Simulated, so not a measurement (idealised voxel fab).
Process module, titled voxel gate over fins
The width of the displayed cross-section, cut, is 185 nm; its cells are square, with a size of 5 nm.
This document writes a cross-section as a grid whose cells are square, and gives it as bands, listed from the top down; one or more rows of cells form a band. What a band's entry tells you: where the top is and where the bottom is, as heights in nm, and after that what lies inside, material by material from left to right, each with its width in nm. Empty space is written as the word "air", and a single material marked with the word "full width" occupies the band from edge to edge. The level at which height equals 0 is the one under which the wafer, as it arrives, is entirely one material. No lower edge exists for the bottom band, which continues downward and is notated as in "top 0, no bottom". A width such as "30 to 40" changes by the same amount from each row of cells to the next, from the band's top row to its bottom row. Where the words "no alteration" appear for a step, the cross-section shows no cell changed by that step; every cell remained as before. Listed in "Trapped cavities": every empty space of 8 or more cells without an open way to the top. Form: width x height at distance, the distance being from the left edge, all in nm. On a step's line, text after the settings is the simulator commenting on that step. overlay nm: mask right of planned place by this much (step with mask). Neg. = left. Below you will find pairs of cross-sections. In each, one shows the wafer before one process step and the other after it, with the after view ending at the lowest band that changed. Under each pair is the step separating them, along with its settings. Do not assume the pairs form a chain: they can come from different runs of this module on the same starting wafer, and a pair continues from the pair above it only when its "Before this step" entry says so.
# Before this step
	top 15, bottom 10  air=45 | TiAl=90 | air=50
	top 10, bottom 5  air=45 | TiAl=5 | TiN=35 | TiAl=10 | TiN=35 | TiAl=5 | air=50
	top 5, bottom 0  TiAl=50 | TiN=5 | HfO2=25 | TiN=5 | TiAl=10 | TiN=5 | HfO2=25 | TiN=5 | TiAl=55
	top 0, bottom -5  TiN=55 | HfO2=5 | Si=15 | HfO2=5 | TiN=20 | HfO2=5 | Si=15 | HfO2=5 | TiN=60
	top -5, bottom -10  HfO2=60 | Si=15 | HfO2=30 | Si=15 | HfO2=65
	top -10, bottom -35  SiO2=60 | Si=15 | SiO2=30 | Si=15 | SiO2=65
	top -35, no bottom  Si full width
	Trapped cavities: none
# Result of Step
	top 20, bottom 10  air=40 | TiAl=100 | air=45
	top 10, bottom 5  TiAl=50 | TiN=35 | TiAl=10 | TiN=35 | TiAl=55
	Everything below 5 is unchanged.
	Trapped cavities: none
In between the before and after cross-sections above, the step is CONFORMAL_DEP with material TiAl, thk nm 5
Before this step: after-step cross-section of the pair just above applies.
# Result of Step
	top 35, bottom 20  W full width
	top 20, bottom 10  W=40 | TiAl=100 | W=45
	Everything below 10 is unchanged.
	Trapped cavities: none
In between the before and after cross-sections above, the step is FILL_DEP with material W, thk nm 15
Before this step: after-step cross-section of the pair just above applies.
# Result of Step
	top 30, bottom 20  W full width
	Everything below 20 is unchanged.
	Trapped cavities: none
In between the before and after cross-sections above, the step is CMP with height nm 30
Before this step: after-step cross-section of the pair just above applies.
# Result of Step
	top 35, bottom 30  SiN full width
	Everything below 30 is unchanged.
	Trapped cavities: none
In between the before and after cross-sections above, the step is CONFORMAL_DEP with material SiN, thk nm 5
# Before this step
	top 10, bottom 0  SiN full width
	top 0, no bottom  Si full width
	Trapped cavities: none
# Result of Step
	top 30, bottom 10  resist=60 | air=15 | resist=30 | air=15 | resist=65
	Everything below 10 is unchanged.
	Trapped cavities: none
In between the before and after cross-sections above, the step is PATTERN with tone open, mask id FINS, material resist, width nm 15, pitch nm 45, thk nm 20, overlay nm 0
Before this step: after-step cross-section of the pair just above applies.
# Result of Step
	top 30, bottom 10  resist=60 | air=15 | resist=30 | air=15 | resist=65
	top 10, bottom 0  SiN=60 | air=15 | SiN=30 | air=15 | SiN=65
	Everything below 0 is unchanged.
	Trapped cavities: none
In between the before and after cross-sections above, the step is DIRECTIONAL_ETCH with etch materials SiN, depth nm 10
Before this step: after-step cross-section of the pair just above applies.
# Result of Step
	top 30, bottom 10  resist=60 | air=15 | resist=30 | air=15 | resist=65
	top 10, bottom 0  SiN=60 | air=15 | SiN=30 | air=15 | SiN=65
	top 0, bottom -35  Si=60 | air=15 | Si=30 | air=15 | Si=65
	Everything below -35 is unchanged.
	Trapped cavities: none
In between the before and after cross-sections above, the step is DIRECTIONAL_ETCH with etch materials Si, depth nm 35
Before this step: after-step cross-section of the pair just above applies.
# Result of Step
	top 10, bottom 0  SiN=60 | air=15 | SiN=30 | air=15 | SiN=65
	Everything below 0 is unchanged.
	Trapped cavities: none
In between the before and after cross-sections above, the step is STRIP with etch materials resist
Before this step: after-step cross-section of the pair just above applies.
# Result of Step
	top 15, bottom 10  SiO2 full width
	top 10, bottom 0  SiN=60 | SiO2=15 | SiN=30 | SiO2=15 | SiN=65
	top 0, bottom -35  Si=60 | SiO2=15 | Si=30 | SiO2=15 | Si=65
	Everything below -35 is unchanged.
	Trapped cavities: none
In between the before and after cross-sections above, the step is FILL_DEP with material SiO2, thk nm 5
Before this step: after-step cross-section of the pair just above applies.
# Result of Step
	top 10, bottom 0  SiN=60 | SiO2=15 | SiN=30 | SiO2=15 | SiN=65
	Everything below 0 is unchanged.
	Trapped cavities: none
In between the before and after cross-sections above, the step is CMP with height nm 10
Before this step: after-step cross-section of the pair just above applies.
# Result of Step
	top 10, bottom 0  SiN=60 | air=15 | SiN=30 | air=15 | SiN=65
	top 0, bottom -10  Si=60 | air=15 | Si=30 | air=15 | Si=65
	Everything below -10 is unchanged.
	Trapped cavities: none
In between the before and after cross-sections above, the step is SELECTIVE_ETCH with etch materials SiO2, depth nm 20
Before this step: after-step cross-section of the pair just above applies.
# Result of Step
	top 0, bottom -10  Si=60 | air=15 | Si=30 | air=15 | Si=65
	Everything below -10 is unchanged.
	Trapped cavities: none
In between the before and after cross-sections above, the step is STRIP with etch materials SiN
Before this step: after-step cross-section of the pair just above applies.
# Result of Step
	top 5, bottom 0  HfO2=65 | air=5 | HfO2=40 | air=5 | HfO2=70
	top 0, bottom -5  Si=60 | HfO2=5 | air=5 | HfO2=5 | Si=30 | HfO2=5 | air=5 | HfO2=5 | Si=65
	top -5, bottom -10  Si=60 | HfO2=15 | Si=30 | HfO2=15 | Si=65
	Everything below -10 is unchanged.
	Trapped cavities: none
In between the before and after cross-sections above, the step is CONFORMAL_DEP with material HfO2, thk nm 5
Before this step: after-step cross-section of the pair just above applies.
# Result of Step
	top 10, bottom 5  TiN full width
	top 5, bottom 0  HfO2=65 | TiN=5 | HfO2=40 | TiN=5 | HfO2=70
	top 0, bottom -5  Si=60 | HfO2=5 | TiN=5 | HfO2=5 | Si=30 | HfO2=5 | TiN=5 | HfO2=5 | Si=65
	Everything below -5 is unchanged.
	Trapped cavities: none
In between the before and after cross-sections above, the step is CONFORMAL_DEP with material TiN, thk nm 5
Before this step: after-step cross-section of the pair just above applies.
# Result of Step
	top 15, bottom 10  TiAl full width
	Everything below 10 is unchanged.
	Trapped cavities: none
In between the before and after cross-sections above, the step is CONFORMAL_DEP with material TiAl, thk nm 5
Before this step: after-step cross-section of the pair just above applies.
# Result of Step
	top 20, bottom 15  TiN full width
	Everything below 15 is unchanged.
	Trapped cavities: none
In between the before and after cross-sections above, the step is CONFORMAL_DEP with material TiN, thk nm 5
Before this step: after-step cross-section of the pair just above applies.
# Result of Step
	top 35, bottom 20  W full width
	Everything below 20 is unchanged.
	Trapped cavities: none
In between the before and after cross-sections above, the step is FILL_DEP with material W, thk nm 15
Before this step: after-step cross-section of the pair just above applies.
# Result of Step
	top 30, bottom 20  W full width
	Everything below 20 is unchanged.
	Trapped cavities: none
In between the before and after cross-sections above, the step is CMP with height nm 30
Before this step: after-step cross-section of the pair just above applies.
# Result of Step
	top 35, bottom 30  SiN full width
	Everything below 30 is unchanged.
	Trapped cavities: none
In between the before and after cross-sections above, the step is CONFORMAL_DEP with material SiN, thk nm 5
